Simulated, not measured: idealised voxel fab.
process module | voxel self aligned vias
cross-section cut | 295 nm wide | cells 5 nm
A cross-section is a grid of square cells, given in bands from the top down. A band is one or more rows of cells.
Each band's line starts with the height of the band's top and of its bottom, in nm. Then come its materials from left to right, each with its width in nm. One material with "throughout" fills the band from edge to edge. "air" is empty space.
Height 0 is the level under which the wafer as received is all one material. The lowest band goes on downwards, as in "0 down".
A width such as "30 to 40" changes by the same amount from each row of cells to the next, from the band's top row to its bottom row.
"no change" after a step means that no cell of the cross-section changed.
closed voids: empty space of 8 cells or more with no open way to the top, each as width x height at its distance from the left edge, in nm
after a step's settings: what the simulator itself notes on the step
overlay nm, on a step with a mask: how far to the right of its planned place the mask lay; to the left if negative
plan
1 op RECEIVE | material Si
2 op CONFORMAL_DEP | material SiO2 | thk nm 10
3 op CONFORMAL_DEP | material SiCN | thk nm 5
4 op DIRECTIONAL_DEP | material lowk | thk nm 30
5 op DIRECTIONAL_DEP | material aC | thk nm 15
6 op PATTERN | tone open | mask id LINES | material resist | width nm 30 | pitch nm 70 | thk nm 35 | overlay nm 0
7 op DIRECTIONAL_ETCH | etch materials aC | depth nm 15
8 op STRIP | etch materials resist
9 op DIRECTIONAL_ETCH | etch materials lowk | depth nm 30
10 op STRIP | etch materials aC
11 op CONFORMAL_DEP | material TiN | thk nm 5
12 op FILL_DEP | material W | thk nm 10
13 op CMP | height nm 45
14 op SELECTIVE_ETCH | etch materials W Ru TiN | depth nm 10
15 op FILL_DEP | material SiN | thk nm 10
16 op CMP | height nm 45
17 op DIRECTIONAL_DEP | material lowk | thk nm 20
18 op PATTERN | tone open | mask id VIAS | material resist | width nm 40 | thk nm 15 | overlay nm 0
19 op DIRECTIONAL_ETCH | etch materials lowk | depth nm 20
20 op DIRECTIONAL_ETCH | etch materials SiN | depth nm 10
21 op STRIP | etch materials resist
22 op CONFORMAL_DEP | material TiN | thk nm 5
23 op FILL_DEP | material W | thk nm 5
24 op CMP | height nm 65
25 op CONFORMAL_DEP | material SiCN | thk nm 5
as received, after step 1
  0 down: Si throughout
  closed voids: none
first wafer at the end, as planned
  70 to 65: SiCN throughout
  65 to 50: lowk 90 | TiN 5 | W 30 | TiN 5 | lowk 165
  50 to 45: lowk 90 | TiN 10 | W 20 | TiN 10 | lowk 165
  45 to 40: lowk 95 | TiN 5 | W 20 | TiN 5 | lowk 40 | SiN 30 | lowk 100
  40 to 35: lowk 95 | TiN 30 | lowk 40 | SiN 30 | lowk 100
  35 to 20: lowk 95 | TiN 5 | W 20 | TiN 5 | lowk 40 | TiN 5 | W 20 | TiN 5 | lowk 100
  20 to 15: lowk 95 | TiN 30 | lowk 40 | TiN 30 | lowk 100
  15 to 10: SiCN throughout
  10 to 0: SiO2 throughout
  0 down: Si throughout
  closed voids: none
second wafer at the end: like start, like plan, one mistake
  70 to 65: SiCN throughout
  65 to 50: lowk 90 | TiN 5 | W 30 | TiN 5 | lowk 165
  50 to 45: lowk 90 | TiN 40 | lowk 165
  45 to 35: SiN 90 | TiN 5 | lowk 30 | TiN 5 | SiN 35 | lowk 30 | SiN 100
  35 to 20: W 90 | TiN 5 | lowk 30 | TiN 5 | W 30 | TiN 5 | lowk 30 | TiN 5 | W 95
  20 to 15: TiN 95 | lowk 30 | TiN 40 | lowk 30 | TiN 100
  15 to 10: SiCN throughout
  10 to 0: SiO2 throughout
  0 down: Si throughout
  closed voids: none
what went wrong: step 6 ran as: op PATTERN | tone cover | mask id LINES | material resist | width nm 30 | pitch nm 70 | thk nm 35 | overlay nm 0
at the end the second wafer has, in cells: 78 more of SiN | 35 more of TiN | 97 more of W | 210 fewer of lowk
